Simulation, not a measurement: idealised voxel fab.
process module | voxel self aligned vias
This is section cut - it's 295 nm across, gridded in 5 nm square cells.
In what follows, cross-sections appear as grids of square cells, described through bands that run from the top down, where every band is one or more rows of cells.
Quick guide to a band line: top height, bottom height (nm) up front; then every material left to right with its width in nm. Only one material and it's marked "all across"? Then it fills the band edge to edge. And "empty" just means empty space.
The reference from which all heights are counted is 0, the level beneath which the as-received wafer is entirely one material; the lowest band, having no lower bound, proceeds downward and is written after the example "z 0 and below".
When a width is written as two numbers, as in "30..40", the first number is the width in the top row of cells of the band and the second is the width in its bottom row, and the width changes by the same amount from each row to the next.
"nothing altered" -> step changed no cross-section cell.
Closed empty spaces (no open way to the top) of 8 cells or more are what "Enclosed void catalog" lists, each as width x height at distance from the left edge, nm for all three.
Read whatever lies past the settings on a step's line as the simulator's own remark about the step.
The line of a step may include "overlay nm". On a step with a mask, this value is how far to the right of its planned place the mask lay. A negative value means the mask lay to the left.

### Below is the list of planned process steps
1,RECEIVE | material Si
2,CONFORMAL_DEP | material SiO2 | thk nm 10
3,CONFORMAL_DEP | material SiCN | thk nm 5
4,DIRECTIONAL_DEP | material SiO2 | thk nm 25
5,DIRECTIONAL_DEP | material aC | thk nm 15
6,PATTERN | tone open | mask id LINES | material resist | width nm 30 | pitch nm 65 | thk nm 30 | overlay nm 0
7,DIRECTIONAL_ETCH | etch materials aC | depth nm 15
8,STRIP | etch materials resist
9,DIRECTIONAL_ETCH | etch materials SiO2 | depth nm 25
10,STRIP | etch materials aC
11,CONFORMAL_DEP | material TiN | thk nm 5
12,FILL_DEP | material W | thk nm 5
13,CMP | height nm 40
14,SELECTIVE_ETCH | etch materials W Ru TiN | depth nm 5
15,FILL_DEP | material SiN | thk nm 5
16,CMP | height nm 40
17,DIRECTIONAL_DEP | material SiO2 | thk nm 15
18,DIRECTIONAL_DEP | material aC | thk nm 15
19,PATTERN | tone open | mask id VIAS | material resist | width nm 40 | thk nm 35 | overlay nm 0
20,DIRECTIONAL_ETCH | etch materials aC | depth nm 15
21,STRIP | etch materials resist
22,DIRECTIONAL_ETCH | etch materials SiO2 | depth nm 15
23,DIRECTIONAL_ETCH | etch materials SiN | depth nm 5
24,STRIP | etch materials aC
25,CONFORMAL_DEP | material TiN | thk nm 5
26,FILL_DEP | material W | thk nm 5
27,CMP | height nm 55
28,CONFORMAL_DEP | material SiN | thk nm 5

### Cross-section, incoming material, after step 1
    z 0 and below  Si all across
    Enclosed void catalog: none

### The cross-section shown corresponds to the wafer at the conclusion of the module. The initial structure and the process plan are those presented above; however, one mistake occurred in executing the plan
    z 60 to 55  SiN all across
    z 55 to 45  SiO2 95 | TiN 5 | W 30 | TiN 5 | SiO2 160
    z 45 to 40  SiO2 95 | TiN 10 | W 20 | TiN 10 | SiO2 160
    z 40 to 35  SiO2 100 | TiN 30 | SiO2 35 | SiN 30 | SiO2 100
    z 35 to 25  SiO2 100 | TiN 5 | W 20 | TiN 5 | SiO2 35 | TiN 5 | W 20 | TiN 5 | SiO2 100
    z 25 to 20  SiO2 100 | TiN 30 | SiO2 35 | TiN 30 | SiO2 100
    z 20 to 15  SiCN all across
    z 15 to 0  SiO2 all across
    z 0 and below  Si all across
    Enclosed void catalog: none
Deviation noted in wafer processing: note that step 2 departed from the planned setting and was carried out as CONFORMAL_DEP | material SiO2 | thk nm 15
